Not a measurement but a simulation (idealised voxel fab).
This is a process module. Its name is voxel quadruple lines.
We display cut, a cross-section 290 nm in width whose square cells are each 5 nm.
Reading order for cross-sections: top band down to bottom band. Underlying form: a grid of square cells. Band size: one or more rows of cells.
Band entry format. Leading values: height of top, height of bottom, nm. Remainder: materials in left-to-right order, each with its width in nm. Special words: "full width" on a single material, which then fills the band edge to edge; "blank", empty space.
Height 0 is the level under which the wafer as received is all one material. The lowest band goes on downwards, as in "0 and below".
Width spec "30 to 40" -> top row of cells at first value, bottom row at second value, equal per-row change in between.
"no modifications" after a step means that no cell of the cross-section changed.
This entry, "Listed closed voids", enumerates those empty regions of no fewer than 8 cells that possess no open connection to the top. Each region is reported in the form width x height at distance, the distance being taken from the left edge, with all three quantities expressed in nm.
Post-settings text on a step line: simulator's own remark regarding the step.
overlay nm: for a step with a mask, the amount by which the mask lay right of where it was planned; a negative amount means left of it.
### Here's what the planned process steps look like
1. RECEIVE, material Si
2. CONFORMAL_DEP, material Al2O3, thk nm 10
3. DIRECTIONAL_DEP, material Ru, thk nm 10
4. DIRECTIONAL_DEP, material polySi, thk nm 20
5. DIRECTIONAL_DEP, material aC, thk nm 20
6. PATTERN, tone cover, mask id MANDREL, material resist, width nm 25, thk nm 25, overlay nm 0
7. DIRECTIONAL_ETCH, etch materials aC, depth nm 20
8. STRIP, etch materials resist
9. CONFORMAL_DEP, material SiO2, thk nm 15
10. DIRECTIONAL_ETCH, etch materials SiO2, depth nm 15
11. STRIP, etch materials aC
12. DIRECTIONAL_ETCH, etch materials polySi, depth nm 20
13. STRIP, etch materials SiO2
14. CONFORMAL_DEP, material SiN, thk nm 5
15. DIRECTIONAL_ETCH, etch materials SiN, depth nm 5
16. STRIP, etch materials polySi
17. DIRECTIONAL_ETCH, etch materials Ru, depth nm 10
18. STRIP, etch materials SiN
### As-received wafer cross-section (after step 1)
	0 and below  Si full width
	Listed closed voids: none
### Below is the wafer in cross-section after the module was completed. It began from the starting point shown above and followed the plan shown above, except that one mistake was made while running it
	15 down to 10  110 blank; 5 Ru; 15 blank; 5 Ru; 15 blank; 5 Ru; 15 blank; 5 Ru; 115 blank
	10 down to 0  Al2O3 full width
	0 and below  Si full width
	Listed closed voids: none
Misprocessing identified: for step 3, the planned setting was not used; the step was instead run as DIRECTIONAL_DEP, material Ru, thk nm 5
